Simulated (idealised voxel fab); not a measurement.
The process module presented herein is designated voxel plated lines.
We display cut, a cross-section 185 nm in width whose square cells are each 5 nm.
Each cross-section below is a grid of square cells, stated as bands in top-down order, with one or more rows of cells making up each band.
The band entry comprises the height of the band's top followed by the height of its bottom, expressed in nm, and subsequently the band's materials from left to right, each stated together with its width in nm. Where a single material is marked with the word "all across", that material fills the band from edge to edge. The word "blank" represents empty space.
It should be noted that heights are counted from 0, beneath which the wafer as supplied is of one material throughout, and that the lowest band possesses no lower boundary but continues downward, as written in "0 down".
It should be noted that a width expressed as "30 to 40" varies in equal increments from row to row of cells within the band, taking the value of the first number at the top row and that of the second number at the bottom row.
Where a step carries "no alteration", the cross-section came out of it unchanged, cell for cell.
Entrapped voids: empty space of 8 cells or more with no open way to the top, each as width x height at its distance from the left edge, in nm
Text after the settings on a step's line: the simulator's own remark on that step.
What "overlay nm" on a step's line means: if the step has a mask, that mask lay this far to the right of its planned place, or, when the value is negative, to the left.

# The following list gives the planned process steps
- 1: op RECEIVE | material Si
- 2: op CONFORMAL_DEP | material Al2O3 | thk nm 15
- 3: op DIRECTIONAL_DEP | material TiN | thk nm 5
- 4: op PATTERN | tone open | mask id LINES | material resist | width nm 20 | pitch nm 35 | thk nm 15 | overlay nm -15
- 5: op EPI | material Ru | thk nm 5
- 6: op STRIP | etch materials resist
- 7: op DIRECTIONAL_ETCH | etch materials TiN | depth nm 5
- 8: op CONFORMAL_DEP | material SiO2 | thk nm 5
The wafers in this document start out alike and differ in the overlay nm applied at step 4; the plan shows the value used for the first wafer.

# As-received state after step 1, first of several wafers, cross-section
    0 down  Si all across
    Entrapped voids: none

# Here is how to read the rows: every wafer has a row, and it shows the wafer at the end of the module, giving for each material how many cells were gained (+) or lost (-) since the wafer was received, then listing its closed voids
overlay nm -15, +111 Al2O3, +12 Ru, +49 SiO2, +12 TiN, Entrapped voids: none
overlay nm -10, +111 Al2O3, +12 Ru, +49 SiO2, +12 TiN, Entrapped voids: none
overlay nm -5, +111 Al2O3, +12 Ru, +49 SiO2, +12 TiN, Entrapped voids: none
overlay nm 0, +111 Al2O3, +12 Ru, +49 SiO2, +12 TiN, Entrapped voids: none
overlay nm 5, +111 Al2O3, +12 Ru, +49 SiO2, +12 TiN, Entrapped voids: none
overlay nm 10, +111 Al2O3, +12 Ru, +49 SiO2, +12 TiN, Entrapped voids: none
overlay nm 15, +111 Al2O3, +12 Ru, +49 SiO2, +12 TiN, Entrapped voids: none
